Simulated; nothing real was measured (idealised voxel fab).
process module | voxel released beams
cross-section cut | 255 nm wide | cells 5 nm
A cross-section is a grid of square cells, given in bands from the top down. A band is one or more rows of cells.
Each band's line starts with the height of the band's top and of its bottom, in nm. Then come its materials from left to right, each with its width in nm. One material with "throughout" fills the band from edge to edge. "air" is empty space.
Height 0 is the level under which the wafer as received is all one material. The lowest band goes on downwards, as in "0 down".
A width such as "30 to 40" changes by the same amount from each row of cells to the next, from the band's top row to its bottom row.
"no change" after a step means that no cell of the cross-section changed.
closed voids: empty space of 8 cells or more with no open way to the top, each as width x height at its distance from the left edge, in nm
after a step's settings: what the simulator itself notes on the step
overlay nm, on a step with a mask: how far to the right of its planned place the mask lay; to the left if negative
plan
1 op RECEIVE | material Si
2 op CONFORMAL_DEP | material Al2O3 | thk nm 10
3 op DIRECTIONAL_DEP | material SiO2 | thk nm 10
4 op DIRECTIONAL_DEP | material aC | thk nm 15
5 op PATTERN | tone open | mask id ANCHOR | material resist | width nm 30 | thk nm 35 | overlay nm 0
6 op DIRECTIONAL_ETCH | etch materials aC | depth nm 15
7 op STRIP | etch materials resist
8 op DIRECTIONAL_ETCH | etch materials SiO2 | depth nm 10
9 op STRIP | etch materials aC
10 op CONFORMAL_DEP | material SiN | thk nm 10
11 op MASKED_ETCH | tone cover | mask id BEAM | width nm 100 | etch materials SiN | depth nm 10 | overlay nm 0
12 op STRIP | etch materials SiO2
as received, after step 1
  0 down: Si throughout
  closed voids: none
a wafer at the end: this start, this plan, one mistake
  30 to 20: air 75 | SiN 100 | air 80
  20 to 10: Al2O3 throughout
  10 to 0: SiO2 throughout
  0 down: Si throughout
  closed voids: none
what went wrong: steps 2 and 3 were swapped
